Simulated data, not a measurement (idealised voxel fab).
voxel gate over fins: a process module
Square cell edge 5 nm, section width 265 nm, ID cut.
Reading order for cross-sections: top band down to bottom band. Underlying form: a grid of square cells. Band size: one or more rows of cells.
Each band's line starts with the height of the band's top and of its bottom, in nm. Then come its materials from left to right, each with its width in nm. One material with "all across" fills the band from edge to edge. "blank" is empty space.
For the purposes of this specification, 0 denotes the height below which the wafer in its as-received condition is composed wholly of one material, and the lowermost band, lacking a lower limit, extends downward without end, as expressed in "0 down".
The expression "30 to 40" gives the width at the extremes of the band, the first number at its top row of cells and the second at its bottom row, with the width changing by equal amounts from each row to the next in between.
A step reported as "same as before" is a step in which no cell of the cross-section changed.
"Closed void inventory" means: voids of 8 cells or more that are shut off from the top with no open way through. Written width x height at distance, distance from the left edge, in nm.
That trailing text on a step's line, after the settings, is the simulator's own remark on the step.
overlay nm: mask offset rightward from planned place, masked step; negative means leftward offset.
[These are the steps we planned for the process]
step 1: RECEIVE,material Si
step 2: CONFORMAL_DEP,material SiN,thk nm 10
step 3: DIRECTIONAL_DEP,material aC,thk nm 10
step 4: PATTERN,tone cover,mask id FINS,material resist,width nm 15,pitch nm 50,thk nm 30,overlay nm 0
step 5: DIRECTIONAL_ETCH,etch materials aC,depth nm 10
step 6: STRIP,etch materials resist
step 7: DIRECTIONAL_ETCH,etch materials SiN,depth nm 10
step 8: DIRECTIONAL_ETCH,etch materials Si,depth nm 40
step 9: STRIP,etch materials aC
step 10: FILL_DEP,material SiO2,thk nm 15
step 11: CMP,height nm 10
step 12: PATTERN,tone open,mask id RAIL,material resist,width nm 15,thk nm 15,overlay nm 0
step 13: DIRECTIONAL_ETCH,etch materials SiO2,depth nm 45
step 14: STRIP,etch materials resist
step 15: CONFORMAL_DEP,material TiN,thk nm 5
step 16: FILL_DEP,material W,thk nm 10
step 17: CMP,height nm 10
step 18: SELECTIVE_ETCH,etch materials W Ru TiN,depth nm 25
step 19: FILL_DEP,material SiO2,thk nm 5
step 20: CMP,height nm 10
step 21: SELECTIVE_ETCH,etch materials SiO2,depth nm 20
step 22: STRIP,etch materials SiN
step 23: CONFORMAL_DEP,material HfO2,thk nm 5
step 24: CONFORMAL_DEP,material TiN,thk nm 5
step 25: CONFORMAL_DEP,material TiAl,thk nm 5
step 26: CONFORMAL_DEP,material TiN,thk nm 5
step 27: FILL_DEP,material W,thk nm 10
step 28: CMP,height nm 25
step 29: CONFORMAL_DEP,material SiCN,thk nm 10
[Wafer at receipt (post step 1), cross-section]
* 0 down = Si all across
* Closed void inventory: none
[The first of the two wafers as seen in cross-section once the module was finished; processing followed the plan]
* 35 to 25 = SiCN all across
* 25 to 20 = W all across
* 20 to 15 = W: 80 | TiN: 105 | W: 80
* 15 to 10 = W: 80 | TiN: 5 | TiAl: 45 | TiN: 5 | TiAl: 45 | TiN: 5 | W: 80
* 10 to 5 = TiN: 85 | TiAl: 5 | TiN: 35 | TiAl: 5 | TiN: 5 | TiAl: 5 | TiN: 35 | TiAl: 5 | TiN: 85
* 5 to 0 = TiAl: 90 | TiN: 5 | HfO2: 25 | TiN: 5 | TiAl: 15 | TiN: 5 | HfO2: 25 | TiN: 5 | TiAl: 90
* 0 to -5 = TiN: 95 | HfO2: 5 | Si: 15 | HfO2: 5 | TiN: 25 | HfO2: 5 | Si: 15 | HfO2: 5 | TiN: 95
* -5 to -10 = HfO2: 100 | Si: 15 | HfO2: 35 | Si: 15 | HfO2: 100
* -10 to -15 = SiO2: 100 | Si: 15 | SiO2: 35 | Si: 15 | SiO2: 100
* -15 to -30 = SiO2: 100 | Si: 15 | SiO2: 10 | TiN: 5 | W: 5 | TiN: 5 | SiO2: 10 | Si: 15 | SiO2: 100
* -30 to -35 = SiO2: 100 | Si: 15 | SiO2: 10 | TiN: 15 | SiO2: 10 | Si: 15 | SiO2: 100
* -35 to -40 = SiO2: 100 | Si: 15 | SiO2: 35 | Si: 15 | SiO2: 100
* -40 down = Si all across
* Closed void inventory: none
[The second wafer, shown in cross-section after the module: started the same way as the first and given the same plan, yet one mistake crept into how it was run]
* 35 to 25 = SiCN all across
* 25 to 20 = W all across
* 20 to 15 = W: 80 | TiAl: 105 | W: 80
* 15 to 10 = W: 80 | TiAl: 5 | TiN: 45 | TiAl: 5 | TiN: 45 | TiAl: 5 | W: 80
* 10 to 5 = TiAl: 85 | TiN: 45 | TiAl: 5 | TiN: 45 | TiAl: 85
* 5 to 0 = TiN: 95 | HfO2: 25 | TiN: 25 | HfO2: 25 | TiN: 95
* 0 to -5 = TiN: 95 | HfO2: 5 | Si: 15 | HfO2: 5 | TiN: 25 | HfO2: 5 | Si: 15 | HfO2: 5 | TiN: 95
* -5 to -10 = HfO2: 100 | Si: 15 | HfO2: 35 | Si: 15 | HfO2: 100
* -10 to -15 = SiO2: 100 | Si: 15 | SiO2: 35 | Si: 15 | SiO2: 100
* -15 to -30 = SiO2: 100 | Si: 15 | SiO2: 10 | TiN: 5 | W: 5 | TiN: 5 | SiO2: 10 | Si: 15 | SiO2: 100
* -30 to -35 = SiO2: 100 | Si: 15 | SiO2: 10 | TiN: 15 | SiO2: 10 | Si: 15 | SiO2: 100
* -35 to -40 = SiO2: 100 | Si: 15 | SiO2: 35 | Si: 15 | SiO2: 100
* -40 down = Si all across
* Closed void inventory: none
It is concluded that the wafer was processed incorrectly with respect to the plan, in that mixed up steps 25 and 26 - ran each in the other's place
The final cell counts differ between the wafers, with the second having more or fewer of some materials than the first: 2 fewer of TiAl | 2 more of TiN
